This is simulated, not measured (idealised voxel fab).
Herein follows the process module entitled voxel tone inversion.
In the cross-section labelled cut, the width is 255 nm and each square cell is 5 nm.
Cross-section spec: square-cell grid; bands listed top down; each band is one or more rows.
Top height, bottom height, nm. Materials left to right, width each, nm. Single material + "edge to edge" = fills band edge to edge. "blank" = empty.
Height 0 is the level under which the wafer as received is all one material. The lowest band goes on downwards, as in "top 0, no bottom".
The expression "30..40" gives the width at the extremes of the band, the first number at its top row of cells and the second at its bottom row, with the width changing by equal amounts from each row to the next in between.
You'll sometimes find "changes: none" written for a step, and that's the way of saying that nowhere in the cross-section did a cell change during that step.
"Closed void table": sealed empty spaces, 8 cells or more, no open way to top, listed width x height at distance, with distance from the left edge and width, height and distance in nm.
Anything after a step's settings on that line? It's the simulator's own note about the step.
The setting "overlay nm" may be written on the line of a step. When the step uses a mask, the value reports how far to the right of the planned place the mask lay, and a negative value reports that it lay to the left.
### The following list gives the planned process steps
1 op RECEIVE | material Si
2 op CONFORMAL_DEP | material SiCN | thk nm 5
3 op DIRECTIONAL_DEP | material polySi | thk nm 15
4 op PATTERN | tone cover | mask id POSTS | material resist | width nm 25 | pitch nm 45 | thk nm 20 | overlay nm -15
5 op DIRECTIONAL_ETCH | etch materials polySi | depth nm 15
6 op STRIP | etch materials resist
7 op FILL_DEP | material lowk | thk nm 5
8 op CMP | height nm 20
9 op STRIP | etch materials polySi
10 op CONFORMAL_DEP | material TiN | thk nm 5
11 op FILL_DEP | material Ru | thk nm 10
12 op CMP | height nm 20
13 op CONFORMAL_DEP | material SiCN | thk nm 5
Wafers differ in overlay nm at step 4; plan lists the first wafer's value; identical starting state.
### As-received cross-section, first of several wafers, post step 1
* top 0, no bottom | Si edge to edge
* Closed void table: none
### Below: a row per wafer. Contents at end of module: for every material, cells gained since receipt (+) or lost since receipt (-); then closed voids
overlay nm -15; +12 Ru; +102 SiCN; +18 TiN; +123 lowk; Closed void table: none
overlay nm -10; +12 Ru; +102 SiCN; +18 TiN; +123 lowk; Closed void table: none
overlay nm -5; +12 Ru; +102 SiCN; +18 TiN; +123 lowk; Closed void table: none
overlay nm 0; +12 Ru; +102 SiCN; +18 TiN; +123 lowk; Closed void table: none
overlay nm 5; +12 Ru; +102 SiCN; +18 TiN; +123 lowk; Closed void table: none
overlay nm 10; +12 Ru; +102 SiCN; +18 TiN; +123 lowk; Closed void table: none
overlay nm 15; +12 Ru; +102 SiCN; +18 TiN; +123 lowk; Closed void table: none
